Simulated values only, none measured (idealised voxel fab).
process module | voxel gate over fins
cross-section cut | 180 nm wide | cells 5 nm
A cross-section is a grid of square cells, given in bands from the top down. A band is one or more rows of cells.
Each band's line starts with the height of the band's top and of its bottom, in nm. Then come its materials from left to right, each with its width in nm. One material with "throughout" fills the band from edge to edge. "air" is empty space.
Height 0 is the level under which the wafer as received is all one material. The lowest band goes on downwards, as in "0 down".
A width such as "30 to 40" changes by the same amount from each row of cells to the next, from the band's top row to its bottom row.
"no change" after a step means that no cell of the cross-section changed.
closed voids: empty space of 8 cells or more with no open way to the top, each as width x height at its distance from the left edge, in nm
after a step's settings: what the simulator itself notes on the step
overlay nm, on a step with a mask: how far to the right of its planned place the mask lay; to the left if negative
Each pair below shows a cross-section before one step and the cross-section after it, down to the lowest band that changed. The line under each pair gives the step between them, with its settings. The pairs can come from different runs of this module on the same starting wafer, so a pair continues from the pair above only where its "before" says so.
before
  20 to 5: aC 20 | air 15 | aC 25 | air 15 | aC 25 | air 15 | aC 25 | air 15 | aC 25
  5 to 0: SiN 20 | air 15 | SiN 25 | air 15 | SiN 25 | air 15 | SiN 25 | air 15 | SiN 25
  0 down: Si throughout
  closed voids: none
after
  20 to 5: aC 20 | air 15 | aC 25 | air 15 | aC 25 | air 15 | aC 25 | air 15 | aC 25
  5 to 0: SiN 20 | air 15 | SiN 25 | air 15 | SiN 25 | air 15 | SiN 25 | air 15 | SiN 25
  0 to -30: Si 20 | air 15 | Si 25 | air 15 | Si 25 | air 15 | Si 25 | air 15 | Si 25
  below -30: unchanged
  closed voids: none
the step between: op DIRECTIONAL_ETCH | etch materials Si | depth nm 30
before: the cross-section after the pair above
after
  5 to 0: SiN 20 | air 15 | SiN 25 | air 15 | SiN 25 | air 15 | SiN 25 | air 15 | SiN 25
  below 0: unchanged
  closed voids: none
the step between: op STRIP | etch materials aC
before: the cross-section after the pair above
after
  15 to 5: SiO2 throughout
  5 to 0: SiN 20 | SiO2 15 | SiN 25 | SiO2 15 | SiN 25 | SiO2 15 | SiN 25 | SiO2 15 | SiN 25
  0 to -30: Si 20 | SiO2 15 | Si 25 | SiO2 15 | Si 25 | SiO2 15 | Si 25 | SiO2 15 | Si 25
  below -30: unchanged
  closed voids: none
the step between: op FILL_DEP | material SiO2 | thk nm 10
before: the cross-section after the pair above
after
  5 to 0: SiN 20 | SiO2 15 | SiN 25 | SiO2 15 | SiN 25 | SiO2 15 | SiN 25 | SiO2 15 | SiN 25
  below 0: unchanged
  closed voids: none
the step between: op CMP | height nm 5
before: the cross-section after the pair above
after
  5 to 0: SiN 20 | air 15 | SiN 25 | air 15 | SiN 25 | air 15 | SiN 25 | air 15 | SiN 25
  0 to -10: Si 20 | air 15 | Si 25 | air 15 | Si 25 | air 15 | Si 25 | air 15 | Si 25
  below -10: unchanged
  closed voids: none
the step between: op SELECTIVE_ETCH | etch materials SiO2 | depth nm 15
before: the cross-section after the pair above
after
  0 to -10: Si 20 | air 15 | Si 25 | air 15 | Si 25 | air 15 | Si 25 | air 15 | Si 25
  below -10: unchanged
  closed voids: none
the step between: op STRIP | etch materials SiN
before: the cross-section after the pair above
after
  5 to 0: HfO2 25 | air 5 | HfO2 35 | air 5 | HfO2 35 | air 5 | HfO2 35 | air 5 | HfO2 30
  0 to -5: Si 20 | HfO2 5 | air 5 | HfO2 5 | Si 25 | HfO2 5 | air 5 | HfO2 5 | Si 25 | HfO2 5 | air 5 | HfO2 5 | Si 25 | HfO2 5 | air 5 | HfO2 5 | Si 25
  -5 to -10: Si 20 | HfO2 15 | Si 25 | HfO2 15 | Si 25 | HfO2 15 | Si 25 | HfO2 15 | Si 25
  below -10: unchanged
  closed voids: none
the step between: op CONFORMAL_DEP | material HfO2 | thk nm 5
before: the cross-section after the pair above
after
  10 to 5: TiN throughout
  5 to 0: HfO2 25 | TiN 5 | HfO2 35 | TiN 5 | HfO2 35 | TiN 5 | HfO2 35 | TiN 5 | HfO2 30
  0 to -5: Si 20 | HfO2 5 | TiN 5 | HfO2 5 | Si 25 | HfO2 5 | TiN 5 | HfO2 5 | Si 25 | HfO2 5 | TiN 5 | HfO2 5 | Si 25 | HfO2 5 | TiN 5 | HfO2 5 | Si 25
  below -5: unchanged
  closed voids: none
the step between: op CONFORMAL_DEP | material TiN | thk nm 5
before: the cross-section after the pair above
after
  20 to 10: W throughout
  below 10: unchanged
  closed voids: none
the step between: op FILL_DEP | material W | thk nm 10
before: the cross-section after the pair above
after
  15 to 10: W throughout
  below 10: unchanged
  closed voids: none
the step between: op CMP | height nm 15
before: the cross-section after the pair above
after
  20 to 15: SiCN throughout
  below 15: unchanged
  closed voids: none
the step between: op CONFORMAL_DEP | material SiCN | thk nm 5
